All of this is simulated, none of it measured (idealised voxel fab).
process module | voxel gate over fins
cross-section cut | 240 nm wide | cells 5 nm
A cross-section is a grid of square cells, given in bands from the top down. A band is one or more rows of cells.
Each band's line starts with the height of the band's top and of its bottom, in nm. Then come its materials from left to right, each with its width in nm. One material with "throughout" fills the band from edge to edge. "air" is empty space.
Height 0 is the level under which the wafer as received is all one material. The lowest band goes on downwards, as in "0 down".
A width such as "30 to 40" changes by the same amount from each row of cells to the next, from the band's top row to its bottom row.
"no change" after a step means that no cell of the cross-section changed.
closed voids: empty space of 8 cells or more with no open way to the top, each as width x height at its distance from the left edge, in nm
after a step's settings: what the simulator itself notes on the step
overlay nm, on a step with a mask: how far to the right of its planned place the mask lay; to the left if negative
plan
1 op RECEIVE | material Si
2 op CONFORMAL_DEP | material SiN | thk nm 10
3 op DIRECTIONAL_DEP | material aC | thk nm 15
4 op PATTERN | tone cover | mask id FINS | material resist | width nm 15 | pitch nm 35 | thk nm 30 | overlay nm 0
5 op DIRECTIONAL_ETCH | etch materials aC | depth nm 15
6 op STRIP | etch materials resist
7 op DIRECTIONAL_ETCH | etch materials SiN | depth nm 10
8 op DIRECTIONAL_ETCH | etch materials Si | depth nm 35
9 op STRIP | etch materials aC
10 op OXIDIZE | depth nm 5
11 op FILL_DEP | material SiO2 | thk nm 5
12 op CMP | height nm 10
13 op SELECTIVE_ETCH | etch materials SiO2 | depth nm 25
14 op STRIP | etch materials SiN
15 op CONFORMAL_DEP | material HfO2 | thk nm 5
16 op CONFORMAL_DEP | material TiN | thk nm 5
17 op FILL_DEP | material W | thk nm 10
18 op CMP | height nm 15
19 op CONFORMAL_DEP | material SiN | thk nm 5
as received, after step 1
  0 down: Si throughout
  closed voids: none
first wafer at the end, as planned
  20 to 15: SiN throughout
  15 to 10: W throughout
  10 to 5: W 70 | TiN 25 | W 10 | TiN 25 | W 10 | TiN 25 | W 75
  5 to 0: W 70 | TiN 5 | HfO2 15 | TiN 5 | W 10 | TiN 5 | HfO2 15 | TiN 5 | W 10 | TiN 5 | HfO2 15 | TiN 5 | W 75
  0 to -5: W 70 | TiN 5 | HfO2 5 | Si 5 | HfO2 5 | TiN 5 | W 10 | TiN 5 | HfO2 5 | Si 5 | HfO2 5 | TiN 5 | W 10 | TiN 5 | HfO2 5 | Si 5 | HfO2 5 | TiN 5 | W 75
  -5 to -10: TiN 75 | HfO2 5 | Si 5 | HfO2 5 | TiN 20 | HfO2 5 | Si 5 | HfO2 5 | TiN 20 | HfO2 5 | Si 5 | HfO2 5 | TiN 80
  -10 to -15: HfO2 80 | Si 5 | HfO2 30 | Si 5 | HfO2 30 | Si 5 | HfO2 85
  -15 to -40: SiO2 80 | Si 5 | SiO2 30 | Si 5 | SiO2 30 | Si 5 | SiO2 85
  -40 down: Si throughout
  closed voids: none
second wafer at the end: like start, like plan, one mistake
  20 to 15: SiN throughout
  15 to 5: W throughout
  5 to 0: W 75 | TiN 15 | W 20 | TiN 15 | W 20 | TiN 15 | W 80
  0 to -10: W 75 | TiN 5 | Si 5 | TiN 5 | W 20 | TiN 5 | Si 5 | TiN 5 | W 20 | TiN 5 | Si 5 | TiN 5 | W 80
  -10 to -15: TiN 80 | Si 5 | TiN 30 | Si 5 | TiN 30 | Si 5 | TiN 85
  -15 to -40: SiO2 80 | Si 5 | SiO2 30 | Si 5 | SiO2 30 | Si 5 | SiO2 85
  -40 down: Si throughout
  closed voids: none
what went wrong: step 15 was left out
at the end the second wafer has, in cells: 66 fewer of HfO2 | 66 more of W
